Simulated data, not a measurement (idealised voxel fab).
process module | voxel transistor to metal
cross-section cut | 210 nm wide | cells 5 nm
A cross-section is a grid of square cells, given in bands from the top down. A band is one or more rows of cells.
Each band's line starts with the height of the band's top and of its bottom, in nm. Then come its materials from left to right, each with its width in nm. One material with "throughout" fills the band from edge to edge. "air" is empty space.
Height 0 is the level under which the wafer as received is all one material. The lowest band goes on downwards, as in "0 down".
A width such as "30 to 40" changes by the same amount from each row of cells to the next, from the band's top row to its bottom row.
"no change" after a step means that no cell of the cross-section changed.
closed voids: empty space of 8 cells or more with no open way to the top, each as width x height at its distance from the left edge, in nm
after a step's settings: what the simulator itself notes on the step
overlay nm, on a step with a mask: how far to the right of its planned place the mask lay; to the left if negative
plan
1 op RECEIVE | material Si
2 op OXIDIZE | depth nm 5
3 op CONFORMAL_DEP | material SiN | thk nm 10
4 op DIRECTIONAL_DEP | material aC | thk nm 10
5 op PATTERN | tone cover | mask id ACTIVE | material resist | width nm 120 | thk nm 25 | overlay nm 0
6 op DIRECTIONAL_ETCH | etch materials aC | depth nm 10
7 op STRIP | etch materials resist
8 op DIRECTIONAL_ETCH | etch materials SiN | depth nm 10
9 op DIRECTIONAL_ETCH | etch materials SiO2 | depth nm 5
10 op DIRECTIONAL_ETCH | etch materials Si | depth nm 30
11 op STRIP | etch materials aC
12 op OXIDIZE | depth nm 5
13 op FILL_DEP | material SiO2 | thk nm 5
14 op CMP | height nm 10
15 op SELECTIVE_ETCH | etch materials SiO2 | depth nm 5
16 op STRIP | etch materials SiN
17 op SELECTIVE_ETCH | etch materials SiO2 | depth nm 5
18 op OXIDIZE | depth nm 5
19 op DIRECTIONAL_DEP | material polySi | thk nm 20
20 op DIRECTIONAL_DEP | material SiCN | thk nm 10
21 op DIRECTIONAL_DEP | material aC | thk nm 10
22 op PATTERN | tone cover | mask id GATE | material resist | width nm 30 | thk nm 30 | overlay nm 0
23 op DIRECTIONAL_ETCH | etch materials aC | depth nm 10
24 op STRIP | etch materials resist
25 op DIRECTIONAL_ETCH | etch materials SiCN | depth nm 20
26 op DIRECTIONAL_ETCH | etch materials polySi | depth nm 30
27 op STRIP | etch materials aC
28 op CONFORMAL_DEP | material SiO2 | thk nm 5
29 op DIRECTIONAL_ETCH | etch materials SiO2 | depth nm 5
30 op CONFORMAL_DEP | material SiN | thk nm 10
31 op DIRECTIONAL_ETCH | etch materials SiN | depth nm 10
32 op DIRECTIONAL_ETCH | etch materials SiO2 | depth nm 5
33 op DIRECTIONAL_ETCH | etch materials Si | depth nm 5
34 op EPI | material pSi | thk nm 10
35 op FILL_DEP | material SiO2 | thk nm 10
36 op CMP | height nm 15
37 op STRIP | etch materials polySi
38 op SELECTIVE_ETCH | etch materials SiO2 | depth nm 5
39 op CONFORMAL_DEP | material HfO2 | thk nm 5
40 op CONFORMAL_DEP | material TiN | thk nm 5
41 op FILL_DEP | material W | thk nm 10
42 op CMP | height nm 10
43 op DIRECTIONAL_DEP | material SiO2 | thk nm 15
44 op DIRECTIONAL_DEP | material aC | thk nm 15
45 op PATTERN | tone open | mask id CONTACT | material resist | width nm 15 | pitch nm 85 | thk nm 35 | overlay nm 0
46 op DIRECTIONAL_ETCH | etch materials aC | depth nm 15
47 op STRIP | etch materials resist
48 op DIRECTIONAL_ETCH | etch materials SiO2 | depth nm 25
49 op STRIP | etch materials aC
50 op CONFORMAL_DEP | material TiN | thk nm 5
51 op FILL_DEP | material W | thk nm 10
52 op CMP | height nm 25
53 op CONFORMAL_DEP | material SiN | thk nm 5
54 op DIRECTIONAL_DEP | material SiO2 | thk nm 20
55 op MASKED_ETCH | tone open | mask id METAL_1 | width nm 15 | pitch nm 85 | etch materials SiO2 | depth nm 20 | overlay nm 0
56 op MASKED_ETCH | tone open | mask id METAL_1 | width nm 15 | pitch nm 85 | etch materials SiN | depth nm 5 | overlay nm 0
57 op CONFORMAL_DEP | material TiN | thk nm 5
58 op FILL_DEP | material Cu | thk nm 10
59 op CMP | height nm 50
60 op CONFORMAL_DEP | material SiCN | thk nm 5
61 op DIRECTIONAL_DEP | material SiO2 | thk nm 25
62 op DIRECTIONAL_DEP | material aC | thk nm 10
63 op PATTERN | tone open | mask id METAL_2 | material resist | width nm 15 | pitch nm 85 | thk nm 30 | overlay nm 0
64 op DIRECTIONAL_ETCH | etch materials aC | depth nm 10
65 op STRIP | etch materials resist
66 op DIRECTIONAL_ETCH | etch materials SiO2 | depth nm 15
67 op STRIP | etch materials aC
68 op PATTERN | tone open | mask id METAL_2_HOLES | material resist | width nm 15 | pitch nm 85 | thk nm 15 | overlay nm 0
69 op DIRECTIONAL_ETCH | etch materials SiO2 | depth nm 10
70 op DIRECTIONAL_ETCH | etch materials SiCN | depth nm 5
71 op STRIP | etch materials resist
72 op CONFORMAL_DEP | material TiN | thk nm 5
73 op FILL_DEP | material Cu | thk nm 5
74 op CMP | height nm 80
75 op CONFORMAL_DEP | material SiN | thk nm 5
as received, after step 1
  0 down: Si throughout
  closed voids: none
a wafer at the end: this start, this plan, one mistake
  85 to 80: SiN throughout
  80 to 55: SiO2 55 | TiN 5 | Cu 5 | TiN 5 | SiO2 70 | TiN 5 | Cu 5 | TiN 5 | SiO2 55
  55 to 50: SiCN 55 | TiN 15 | SiCN 70 | TiN 15 | SiCN 55
  50 to 30: SiO2 55 | SiN 5 | Cu 5 | SiN 5 | SiO2 70 | SiN 5 | Cu 5 | SiN 5 | SiO2 55
  30 to 25: SiN throughout
  25 to 10: SiO2 55 | TiN 5 | W 5 | TiN 5 | SiO2 70 | TiN 5 | W 5 | TiN 5 | SiO2 55
  10 to 5: SiO2 55 | TiN 5 | W 5 | TiN 5 | SiO2 5 | SiN 10 | HfO2 5 | TiN 5 | W 20 | TiN 5 | HfO2 5 | SiN 10 | SiO2 5 | TiN 5 | W 5 | TiN 5 | SiO2 55
  5 to 0: SiO2 55 | TiN 15 | SiO2 5 | SiN 10 | HfO2 5 | TiN 5 | W 20 | TiN 5 | HfO2 5 | SiN 10 | SiO2 5 | TiN 15 | SiO2 55
  0 to -5: SiO2 45 | SiN 10 | pSi 20 | SiN 10 | HfO2 5 | TiN 30 | HfO2 5 | SiN 10 | pSi 20 | SiN 10 | SiO2 45
  -5 to -10: SiO2 55 | pSi 20 | SiO2 10 | HfO2 40 | SiO2 10 | pSi 20 | SiO2 55
  -10 to -15: SiO2 50 | Si 5 | pSi 20 | Si 60 | pSi 20 | Si 5 | SiO2 50
  -15 to -40: SiO2 50 | Si 110 | SiO2 50
  -40 down: Si throughout
  closed voids: none
what went wrong: step 57 ran as: op CONFORMAL_DEP | material SiN | thk nm 5
